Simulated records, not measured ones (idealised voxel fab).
process module | voxel spacer lines
cross-section cut | 225 nm wide | cells 5 nm
A cross-section is a grid of square cells, given in bands from the top down. A band is one or more rows of cells.
Each band's line starts with the height of the band's top and of its bottom, in nm. Then come its materials from left to right, each with its width in nm. One material with "throughout" fills the band from edge to edge. "air" is empty space.
Height 0 is the level under which the wafer as received is all one material. The lowest band goes on downwards, as in "0 down".
A width such as "30 to 40" changes by the same amount from each row of cells to the next, from the band's top row to its bottom row.
"no change" after a step means that no cell of the cross-section changed.
closed voids: empty space of 8 cells or more with no open way to the top, each as width x height at its distance from the left edge, in nm
after a step's settings: what the simulator itself notes on the step
overlay nm, on a step with a mask: how far to the right of its planned place the mask lay; to the left if negative
plan
1 op RECEIVE | material Si
2 op CONFORMAL_DEP | material Al2O3 | thk nm 10
3 op DIRECTIONAL_DEP | material TiN | thk nm 10
4 op DIRECTIONAL_DEP | material aC | thk nm 25
5 op PATTERN | tone cover | mask id MANDREL | material resist | width nm 25 | pitch nm 70 | thk nm 35 | overlay nm 0
6 op DIRECTIONAL_ETCH | etch materials aC | depth nm 25
7 op STRIP | etch materials resist
8 op CONFORMAL_DEP | material SiO2 | thk nm 10
9 op DIRECTIONAL_ETCH | etch materials SiO2 | depth nm 10
10 op STRIP | etch materials aC
11 op DIRECTIONAL_ETCH | etch materials TiN | depth nm 10
12 op STRIP | etch materials SiO2
13 op FILL_DEP | material lowk | thk nm 10
14 op CMP | height nm 20
first wafer, as planned
as received, after step 1
  0 down: Si throughout
  closed voids: none
after step 2
  10 to 0: Al2O3 throughout
  below 0: unchanged
after step 3
  20 to 10: TiN throughout
  below 10: unchanged
after step 4
  45 to 20: aC throughout
  below 20: unchanged
after step 5
  80 to 45: air 30 | resist 25 | air 45 | resist 25 | air 45 | resist 25 | air 30
  below 45: unchanged
after step 6
  55 to 45: air 30 | resist 25 | air 45 | resist 25 | air 45 | resist 25 | air 30
  45 to 20: air 30 | aC 25 | air 45 | aC 25 | air 45 | aC 25 | air 30
  below 20: unchanged
after step 7
  45 to 20: air 30 | aC 25 | air 45 | aC 25 | air 45 | aC 25 | air 30
  below 20: unchanged
after step 8
  55 to 45: air 20 | SiO2 45 | air 25 | SiO2 45 | air 25 | SiO2 45 | air 20
  45 to 30: air 20 | SiO2 10 | aC 25 | SiO2 10 | air 25 | SiO2 10 | aC 25 | SiO2 10 | air 25 | SiO2 10 | aC 25 | SiO2 10 | air 20
  30 to 20: SiO2 30 | aC 25 | SiO2 45 | aC 25 | SiO2 45 | aC 25 | SiO2 30
  below 20: unchanged
after step 9
  45 to 20: air 20 | SiO2 10 | aC 25 | SiO2 10 | air 25 | SiO2 10 | aC 25 | SiO2 10 | air 25 | SiO2 10 | aC 25 | SiO2 10 | air 20
  below 20: unchanged
after step 10
  45 to 20: air 20 | SiO2 10 | air 25 | SiO2 10 | air 25 | SiO2 10 | air 25 | SiO2 10 | air 25 | SiO2 10 | air 25 | SiO2 10 | air 20
  below 20: unchanged
after step 11
  45 to 20: air 20 | SiO2 10 | air 25 | SiO2 10 | air 25 | SiO2 10 | air 25 | SiO2 10 | air 25 | SiO2 10 | air 25 | SiO2 10 | air 20
  20 to 10: air 20 | TiN 10 | air 25 | TiN 10 | air 25 | TiN 10 | air 25 | TiN 10 | air 25 | TiN 10 | air 25 | TiN 10 | air 20
  below 10: unchanged
after step 12
  20 to 10: air 20 | TiN 10 | air 25 | TiN 10 | air 25 | TiN 10 | air 25 | TiN 10 | air 25 | TiN 10 | air 25 | TiN 10 | air 20
  below 10: unchanged
after step 13
  30 to 20: lowk throughout
  20 to 10: lowk 20 | TiN 10 | lowk 25 | TiN 10 | lowk 25 | TiN 10 | lowk 25 | TiN 10 | lowk 25 | TiN 10 | lowk 25 | TiN 10 | lowk 20
  below 10: unchanged
after step 14
  20 to 10: lowk 20 | TiN 10 | lowk 25 | TiN 10 | lowk 25 | TiN 10 | lowk 25 | TiN 10 | lowk 25 | TiN 10 | lowk 25 | TiN 10 | lowk 20
  below 10: unchanged
second wafer: like start, like plan, one mistake. Through step 1 it matches the first wafer
when step 2 should have ended: no change
when step 3 should have ended
  10 to 0: TiN throughout
  below 0: unchanged
when step 4 should have ended
  35 to 10: aC throughout
  below 10: unchanged
when step 5 should have ended
  70 to 35: air 30 | resist 25 | air 45 | resist 25 | air 45 | resist 25 | air 30
  below 35: unchanged
when step 6 should have ended
  45 to 35: air 30 | resist 25 | air 45 | resist 25 | air 45 | resist 25 | air 30
  35 to 10: air 30 | aC 25 | air 45 | aC 25 | air 45 | aC 25 | air 30
  below 10: unchanged
when step 7 should have ended
  35 to 10: air 30 | aC 25 | air 45 | aC 25 | air 45 | aC 25 | air 30
  below 10: unchanged
when step 8 should have ended
  45 to 35: air 20 | SiO2 45 | air 25 | SiO2 45 | air 25 | SiO2 45 | air 20
  35 to 20: air 20 | SiO2 10 | aC 25 | SiO2 10 | air 25 | SiO2 10 | aC 25 | SiO2 10 | air 25 | SiO2 10 | aC 25 | SiO2 10 | air 20
  20 to 10: SiO2 30 | aC 25 | SiO2 45 | aC 25 | SiO2 45 | aC 25 | SiO2 30
  below 10: unchanged
when step 9 should have ended
  35 to 10: air 20 | SiO2 10 | aC 25 | SiO2 10 | air 25 | SiO2 10 | aC 25 | SiO2 10 | air 25 | SiO2 10 | aC 25 | SiO2 10 | air 20
  below 10: unchanged
when step 10 should have ended
  35 to 10: air 20 | SiO2 10 | air 25 | SiO2 10 | air 25 | SiO2 10 | air 25 | SiO2 10 | air 25 | SiO2 10 | air 25 | SiO2 10 | air 20
  below 10: unchanged
when step 11 should have ended
  35 to 10: air 20 | SiO2 10 | air 25 | SiO2 10 | air 25 | SiO2 10 | air 25 | SiO2 10 | air 25 | SiO2 10 | air 25 | SiO2 10 | air 20
  10 to 0: air 20 | TiN 10 | air 25 | TiN 10 | air 25 | TiN 10 | air 25 | TiN 10 | air 25 | TiN 10 | air 25 | TiN 10 | air 20
  below 0: unchanged
when step 12 should have ended
  10 to 0: air 20 | TiN 10 | air 25 | TiN 10 | air 25 | TiN 10 | air 25 | TiN 10 | air 25 | TiN 10 | air 25 | TiN 10 | air 20
  below 0: unchanged
when step 13 should have ended
  20 to 10: lowk throughout
  10 to 0: lowk 20 | TiN 10 | lowk 25 | TiN 10 | lowk 25 | TiN 10 | lowk 25 | TiN 10 | lowk 25 | TiN 10 | lowk 25 | TiN 10 | lowk 20
  below 0: unchanged
when step 14 should have ended: no change
what went wrong: step 2 was left out
at the end the second wafer has, in cells: 90 fewer of Al2O3 | 90 more of lowk
